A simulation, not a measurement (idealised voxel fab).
process module | voxel gate over fins
cross-section cut | 240 nm wide | cells 5 nm
A cross-section is a grid of square cells, given in bands from the top down. A band is one or more rows of cells.
Each band's line starts with the height of the band's top and of its bottom, in nm. Then come its materials from left to right, each with its width in nm. One material with "throughout" fills the band from edge to edge. "air" is empty space.
Height 0 is the level under which the wafer as received is all one material. The lowest band goes on downwards, as in "0 down".
A width such as "30 to 40" changes by the same amount from each row of cells to the next, from the band's top row to its bottom row.
"no change" after a step means that no cell of the cross-section changed.
closed voids: empty space of 8 cells or more with no open way to the top, each as width x height at its distance from the left edge, in nm
after a step's settings: what the simulator itself notes on the step
overlay nm, on a step with a mask: how far to the right of its planned place the mask lay; to the left if negative
plan
1 op RECEIVE | material Si
2 op CONFORMAL_DEP | material SiN | thk nm 10
3 op DIRECTIONAL_DEP | material aC | thk nm 15
4 op PATTERN | tone cover | mask id FINS | material resist | width nm 15 | pitch nm 35 | thk nm 30 | overlay nm 0
5 op DIRECTIONAL_ETCH | etch materials aC | depth nm 15
6 op STRIP | etch materials resist
7 op DIRECTIONAL_ETCH | etch materials SiN | depth nm 10
8 op DIRECTIONAL_ETCH | etch materials Si | depth nm 35
9 op STRIP | etch materials aC
10 op OXIDIZE | depth nm 5
11 op FILL_DEP | material SiO2 | thk nm 5
12 op CMP | height nm 10
13 op SELECTIVE_ETCH | etch materials SiO2 | depth nm 25
14 op STRIP | etch materials SiN
15 op CONFORMAL_DEP | material HfO2 | thk nm 5
16 op CONFORMAL_DEP | material TiN | thk nm 5
17 op FILL_DEP | material W | thk nm 10
18 op CMP | height nm 15
19 op CONFORMAL_DEP | material SiN | thk nm 5
as received, after step 1
  0 down: Si throughout
  closed voids: none
a wafer at the end: this start, this plan, one mistake
  20 to 15: SiN throughout
  15 to 10: W throughout
  10 to 5: W 75 | TiN 25 | W 10 | TiN 25 | W 10 | TiN 25 | W 70
  5 to 0: W 75 | TiN 5 | HfO2 15 | TiN 5 | W 10 | TiN 5 | HfO2 15 | TiN 5 | W 10 | TiN 5 | HfO2 15 | TiN 5 | W 70
  0 to -5: W 75 | TiN 5 | HfO2 5 | Si 5 | HfO2 5 | TiN 5 | W 10 | TiN 5 | HfO2 5 | Si 5 | HfO2 5 | TiN 5 | W 10 | TiN 5 | HfO2 5 | Si 5 | HfO2 5 | TiN 5 | W 70
  -5 to -10: TiN 80 | HfO2 5 | Si 5 | HfO2 5 | TiN 20 | HfO2 5 | Si 5 | HfO2 5 | TiN 20 | HfO2 5 | Si 5 | HfO2 5 | TiN 75
  -10 to -15: HfO2 85 | Si 5 | HfO2 30 | Si 5 | HfO2 30 | Si 5 | HfO2 80
  -15 to -40: SiO2 85 | Si 5 | SiO2 30 | Si 5 | SiO2 30 | Si 5 | SiO2 80
  -40 down: Si throughout
  closed voids: none
what went wrong: step 4 ran as: op PATTERN | tone cover | mask id FINS | material resist | width nm 15 | pitch nm 35 | thk nm 30 | overlay nm 5
